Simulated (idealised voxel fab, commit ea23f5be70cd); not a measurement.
Herein follows the process module entitled voxel transistor to metal.
Section cut is 145 nm wide and gridded with 5 nm square cells.
This document writes a cross-section as a grid whose cells are square, and gives it as bands, listed from the top down; one or more rows of cells form a band.
Basically the band line says how high the top is and how high the bottom is, in nm, and then what's in it from left to right, every material with its width in nm. Empty space shows up as "empty", and if a single material carries "edge to edge" it runs the full band edge to edge.
Counting heights begins at 0, where everything beneath is, in the wafer as received, one material. The lowest band has no bottom; it goes on downwards, as "from 0 down" shows.
Quick explanation for "30..40": the width changes in equal steps down the rows of cells, from the first number in the band's top row to the second number in its bottom row.
Reading "no alterations made" for a step: not a cell of the cross-section changed in it.
Look at "Closed void listing" for the closed voids: empty spaces with no open path to the top, sized 8 cells or up. Each is width x height at distance, distance from the left edge, all nm.
Read whatever lies past the settings on a step's line as the simulator's own remark about the step.
"overlay nm", when on a step's line for a step with a mask, measures how far to the right of its planned place the mask lay; a negative measure means to the left.

### Process steps foreseen in the plan
| 1 | RECEIVE [material Si] |
| 2 | CONFORMAL_DEP [material SiO2] [thk nm 5] |
| 3 | CONFORMAL_DEP [material SiN] [thk nm 15] |
| 4 | MASKED_ETCH [tone cover] [mask id ACTIVE] [width nm 105] [etch materials SiN] [depth nm 15] [overlay nm 0] |
| 5 | MASKED_ETCH [tone cover] [mask id ACTIVE] [width nm 105] [etch materials SiO2] [depth nm 5] [overlay nm 0] |
| 6 | MASKED_ETCH [tone cover] [mask id ACTIVE] [width nm 105] [etch materials Si] [depth nm 30] [overlay nm 0] |
| 7 | FILL_DEP [material SiO2] [thk nm 15] |
| 8 | CMP [height nm 20] |
| 9 | SELECTIVE_ETCH [etch materials SiO2] [depth nm 10] |
| 10 | STRIP [etch materials SiN] |
| 11 | SELECTIVE_ETCH [etch materials SiO2] [depth nm 5] |
| 12 | OXIDIZE [depth nm 5] |
| 13 | DIRECTIONAL_DEP [material polySi] [thk nm 20] |
| 14 | DIRECTIONAL_DEP [material SiCN] [thk nm 10] |
| 15 | MASKED_ETCH [tone cover] [mask id GATE] [width nm 15] [etch materials SiCN] [depth nm 20] [overlay nm 0] |
| 16 | MASKED_ETCH [tone cover] [mask id GATE] [width nm 15] [etch materials polySi] [depth nm 30] [overlay nm 0] |
| 17 | CONFORMAL_DEP [material SiO2] [thk nm 5] |
| 18 | DIRECTIONAL_ETCH [etch materials SiO2] [depth nm 5] |
| 19 | CONFORMAL_DEP [material SiN] [thk nm 5] |
| 20 | DIRECTIONAL_ETCH [etch materials SiN] [depth nm 5] |
| 21 | DIRECTIONAL_ETCH [etch materials SiO2] [depth nm 5] |
| 22 | DIRECTIONAL_ETCH [etch materials Si] [depth nm 10] |
| 23 | EPI [material SiGe] [thk nm 15] |
| 24 | FILL_DEP [material SiO2] [thk nm 10] |
| 25 | CMP [height nm 30] |
| 26 | DIRECTIONAL_DEP [material SiO2] [thk nm 15] |
| 27 | MASKED_ETCH [tone open] [mask id CONTACT] [width nm 30] [pitch nm 55] [etch materials SiO2] [depth nm 35] [overlay nm 0] |
| 28 | CONFORMAL_DEP [material TiN] [thk nm 5] |
| 29 | FILL_DEP [material W] [thk nm 5] |
| 30 | CMP [height nm 45] |
| 31 | CONFORMAL_DEP [material SiN] [thk nm 5] |
| 32 | DIRECTIONAL_DEP [material SiO2] [thk nm 20] |
| 33 | DIRECTIONAL_DEP [material aC] [thk nm 10] |
| 34 | PATTERN [tone open] [mask id METAL_1] [material resist] [width nm 15] [pitch nm 70] [thk nm 30] [overlay nm 0] |
| 35 | DIRECTIONAL_ETCH [etch materials aC] [depth nm 10] |
| 36 | STRIP [etch materials resist] |
| 37 | DIRECTIONAL_ETCH [etch materials SiO2] [depth nm 20] |
| 38 | DIRECTIONAL_ETCH [etch materials SiN] [depth nm 5] |
| 39 | STRIP [etch materials aC] |
| 40 | CONFORMAL_DEP [material TiN] [thk nm 5] |
| 41 | FILL_DEP [material W] [thk nm 10] |
| 42 | CMP [height nm 70] |
| 43 | CONFORMAL_DEP [material SiCN] [thk nm 5] |
| 44 | DIRECTIONAL_DEP [material lowk] [thk nm 35] |
| 45 | MASKED_ETCH [tone open] [mask id METAL_2] [width nm 15] [pitch nm 70] [etch materials lowk] [depth nm 20] [overlay nm 0] |
| 46 | DIRECTIONAL_DEP [material aC] [thk nm 15] |
| 47 | PATTERN [tone open] [mask id METAL_2_HOLES] [material resist] [width nm 15] [pitch nm 70] [thk nm 30] [overlay nm 0] |
| 48 | DIRECTIONAL_ETCH [etch materials aC] [depth nm 15] |
| 49 | STRIP [etch materials resist] |
| 50 | DIRECTIONAL_ETCH [etch materials lowk] [depth nm 15] |
| 51 | DIRECTIONAL_ETCH [etch materials SiCN] [depth nm 5] |
| 52 | STRIP [etch materials aC] |
| 53 | CONFORMAL_DEP [material TiN] [thk nm 5] |
| 54 | FILL_DEP [material Ru] [thk nm 10] |
| 55 | CMP [height nm 110] |
| 56 | CONFORMAL_DEP [material SiN] [thk nm 5] |

### Wafer at receipt (post step 1), cross-section
  from 0 down = Si edge to edge
  Closed void listing: none

### One mistake in running the module, otherwise start and plan as above: cross-section at the end
  from 115 to 110 = SiN edge to edge
  from 110 to 105 = lowk (30), TiN (5), Ru (5), TiN (5), lowk (55), TiN (5), Ru (5), TiN (5), lowk (30)
  from 105 to 100 = lowk (30), TiN (15), lowk (55), TiN (15), lowk (30)
  from 100 to 90 = lowk (30), SiCN (15), lowk (55), SiCN (15), lowk (30)
  from 90 to 75 = lowk edge to edge
  from 75 to 70 = SiCN edge to edge
  from 70 to 50 = SiO2 (30), TiN (5), W (5), TiN (5), SiO2 (55), TiN (5), W (5), TiN (5), SiO2 (30)
  from 50 to 45 = SiN (30), TiN (15), SiN (55), TiN (15), SiN (30)
  from 45 to 35 = SiO2 (30), TiN (5), W (20), TiN (5), SiO2 (25), TiN (5), W (20), TiN (5), SiO2 (30)
  from 35 to 30 = SiO2 (30), TiN (5), W (15), TiN (10), SiO2 (25), TiN (10), W (15), TiN (5), SiO2 (30)
  from 30 to 20 = SiO2 (30), TiN (5), W (15), TiN (5), SiN (5), SiO2 (5), SiCN (15), SiO2 (5), SiN (5), TiN (5), W (15), TiN (5), SiO2 (30)
  from 20 to 15 = SiO2 (30), TiN (5), W (15), TiN (5), SiN (5), SiO2 (5), polySi (15), SiO2 (5), SiN (5), TiN (5), W (15), TiN (5), SiO2 (30)
  from 15 to 10 = SiO2 (30), TiN (25), SiN (5), SiO2 (5), polySi (15), SiO2 (5), SiN (5), TiN (25), SiO2 (30)
  from 10 to 5 = SiO2 (20), SiGe (35), SiN (5), SiO2 (5), polySi (15), SiO2 (5), SiN (5), SiGe (35), SiO2 (20)
  from 5 to 0 = SiO2 (20), SiN (5), SiGe (30), SiN (5), SiO2 (5), polySi (15), SiO2 (5), SiN (5), SiGe (30), SiN (5), SiO2 (20)
  from 0 to -5 = SiO2 (25), SiGe (30), SiO2 (35), SiGe (30), SiO2 (25)
  from -5 to -15 = SiO2 (20), Si (5), SiGe (30), Si (35), SiGe (30), Si (5), SiO2 (20)
  from -15 to -30 = SiO2 (20), Si (105), SiO2 (20)
  from -30 down = Si edge to edge
  Closed void listing: none
Here's what went sideways: step 46: run off-plan, actual operation and settings DIRECTIONAL_DEP [material SiCN] [thk nm 15]
